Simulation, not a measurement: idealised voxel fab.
process module | voxel trench capacitor
cross-section cut | 290 nm wide | cells 5 nm
A cross-section is a grid of square cells, given in bands from the top down. A band is one or more rows of cells.
Each band's line starts with the height of the band's top and of its bottom, in nm. Then come its materials from left to right, each with its width in nm. One material with "throughout" fills the band from edge to edge. "air" is empty space.
Height 0 is the level under which the wafer as received is all one material. The lowest band goes on downwards, as in "0 down".
A width such as "30 to 40" changes by the same amount from each row of cells to the next, from the band's top row to its bottom row.
"no change" after a step means that no cell of the cross-section changed.
closed voids: empty space of 8 cells or more with no open way to the top, each as width x height at its distance from the left edge, in nm
after a step's settings: what the simulator itself notes on the step
overlay nm, on a step with a mask: how far to the right of its planned place the mask lay; to the left if negative
plan
1 op RECEIVE | material Si
2 op CONFORMAL_DEP | material SiN | thk nm 10
3 op DIRECTIONAL_DEP | material aC | thk nm 15
4 op PATTERN | tone open | mask id TRENCH | material resist | width nm 15 | pitch nm 50 | thk nm 30 | overlay nm 0
5 op DIRECTIONAL_ETCH | etch materials aC | depth nm 15
6 op STRIP | etch materials resist
7 op DIRECTIONAL_ETCH | etch materials SiN | depth nm 10
8 op DIRECTIONAL_ETCH | etch materials Si | depth nm 40
9 op STRIP | etch materials aC
10 op CONFORMAL_DEP | material HfO2 | thk nm 5
11 op CONFORMAL_DEP | material TiN | thk nm 5
12 op FILL_DEP | material W | thk nm 5
13 op CMP | height nm 10
varied across the wafers: width nm of step 4. The plan shows the first wafer's value. All wafers start alike
first wafer as received, after step 1
  0 down: Si throughout
  closed voids: none
each wafer at the end: cells of each material gained (+) or lost (-) since it was received, then its closed voids
width nm 15 | +84 HfO2 | -96 Si | +92 SiN | +36 TiN | closed voids: none
width nm 20 | +88 HfO2 | -128 Si | +84 SiN | +72 TiN | closed voids: none
width nm 25 | +92 HfO2 | -160 Si | +76 SiN | +76 TiN | +32 W | closed voids: none
width nm 30 | +96 HfO2 | -192 Si | +68 SiN | +80 TiN | +64 W | closed voids: none
width nm 35 | +100 HfO2 | -224 Si | +60 SiN | +84 TiN | +96 W | closed voids: none
